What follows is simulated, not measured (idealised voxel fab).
process module | voxel fin reveal
cross-section cut | 285 nm wide | cells 5 nm
A cross-section is a grid of square cells, given in bands from the top down. A band is one or more rows of cells.
Each band's line starts with the height of the band's top and of its bottom, in nm. Then come its materials from left to right, each with its width in nm. One material with "throughout" fills the band from edge to edge. "air" is empty space.
Height 0 is the level under which the wafer as received is all one material. The lowest band goes on downwards, as in "0 down".
A width such as "30 to 40" changes by the same amount from each row of cells to the next, from the band's top row to its bottom row.
"no change" after a step means that no cell of the cross-section changed.
closed voids: empty space of 8 cells or more with no open way to the top, each as width x height at its distance from the left edge, in nm
after a step's settings: what the simulator itself notes on the step
overlay nm, on a step with a mask: how far to the right of its planned place the mask lay; to the left if negative
plan
1 op RECEIVE | material Si
2 op CONFORMAL_DEP | material SiN | thk nm 5
3 op MASKED_ETCH | tone cover | mask id FINS | width nm 15 | pitch nm 45 | etch materials SiN | depth nm 5 | overlay nm 0
4 op MASKED_ETCH | tone cover | mask id FINS | width nm 15 | pitch nm 45 | etch materials Si | depth nm 40 | overlay nm 0
5 op FILL_DEP | material SiO2 | thk nm 5
6 op CMP | height nm 5
7 op SELECTIVE_ETCH | etch materials SiO2 | depth nm 30
8 op STRIP | etch materials SiN
as received, after step 1
  0 down: Si throughout
  closed voids: none
first wafer at the end, as planned
  0 to -25: air 110 | Si 15 | air 30 | Si 15 | air 115
  -25 to -40: SiO2 110 | Si 15 | SiO2 30 | Si 15 | SiO2 115
  -40 down: Si throughout
  closed voids: none
second wafer at the end: like start, like plan, one mistake
  0 to -25: air 110 | Si 15 | air 30 | Si 15 | air 115
  -25 to -80: SiO2 110 | Si 15 | SiO2 30 | Si 15 | SiO2 115
  -80 down: Si throughout
  closed voids: none
what went wrong: step 4 was run twice
at the end the second wafer has, in cells: 408 fewer of Si | 408 more of SiO2
